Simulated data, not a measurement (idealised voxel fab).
Documented hereafter: the process module known as voxel released beams.
cross-section cut | 260 nm wide | cells 5 nm
Think of the cross-section as a grid of square cells. We describe it in bands, top to bottom, and each band covers one or more rows of those cells.
Read a band's entry like this: the first values are the height of its top and the height of its bottom in nm, and what follows is the sequence of materials from left to right, each with its width in nm. Note that "air" is empty space, and that a single material marked "everywhere" reaches across the band from edge to edge.
Basically, 0 is our baseline, since under it the wafer straight out of the box is all one material. The bottom band has no lower end and keeps on going down, so it looks like "0 and below".
Top row gets the first number, bottom row gets the second, and each row in between changes by the same step: that is how a band width like "30->40" works.
Where the words "everything unchanged" appear for a step, the cross-section shows no cell changed by that step; every cell remained as before.
Entry "Sealed cavities". Content: empty spaces with no open connection to the top, size 8 cells or greater. Each: width x height at distance. Distance: from left edge. Unit: nm.
Heads up: the bit after the settings on a step's line is the simulator's remark on that step.
overlay nm: right-of-plan distance of the mask on a masked step; negative values mean left-of-plan.
-- The planned process steps are enumerated hereunder
step 1: RECEIVE, material Si
step 2: CONFORMAL_DEP, material SiN, thk nm 10
step 3: DIRECTIONAL_DEP, material SiO2, thk nm 20
step 4: PATTERN, tone open, mask id ANCHOR, material resist, width nm 45, thk nm 15, overlay nm 0
step 5: DIRECTIONAL_ETCH, etch materials SiO2, depth nm 20
step 6: STRIP, etch materials resist
step 7: CONFORMAL_DEP, material polySi, thk nm 15
step 8: DIRECTIONAL_DEP, material aC, thk nm 10
step 9: PATTERN, tone cover, mask id BEAM, material resist, width nm 95, thk nm 25, overlay nm 0
step 10: DIRECTIONAL_ETCH, etch materials aC, depth nm 10
step 11: STRIP, etch materials resist
step 12: DIRECTIONAL_ETCH, etch materials polySi, depth nm 15
step 13: STRIP, etch materials aC
step 14: STRIP, etch materials SiO2
-- Cross-section of the incoming wafer, state after step 1
	0 and below: Si everywhere
	Sealed cavities: none
-- What the wafer looks like in cross-section after this module, when it starts as shown above and follows the plan above but one mistake is made in running it
	45 down to 30: 80 nm air / 25 nm polySi / 5 nm air / 65 nm polySi / 85 nm air
	30 down to 25: 90 nm air / 15 nm polySi / 5 nm air / 15 nm polySi / 135 nm air
	25 down to 10: 90 nm air / 35 nm polySi / 135 nm air
	10 down to 0: SiN everywhere
	0 and below: Si everywhere
	Sealed cavities: none
What was done differently from what was planned? step 4 was processed under conditions differing from the plan, specifically as PATTERN, tone open, mask id ANCHOR, material resist, width nm 35, thk nm 15, overlay nm 0
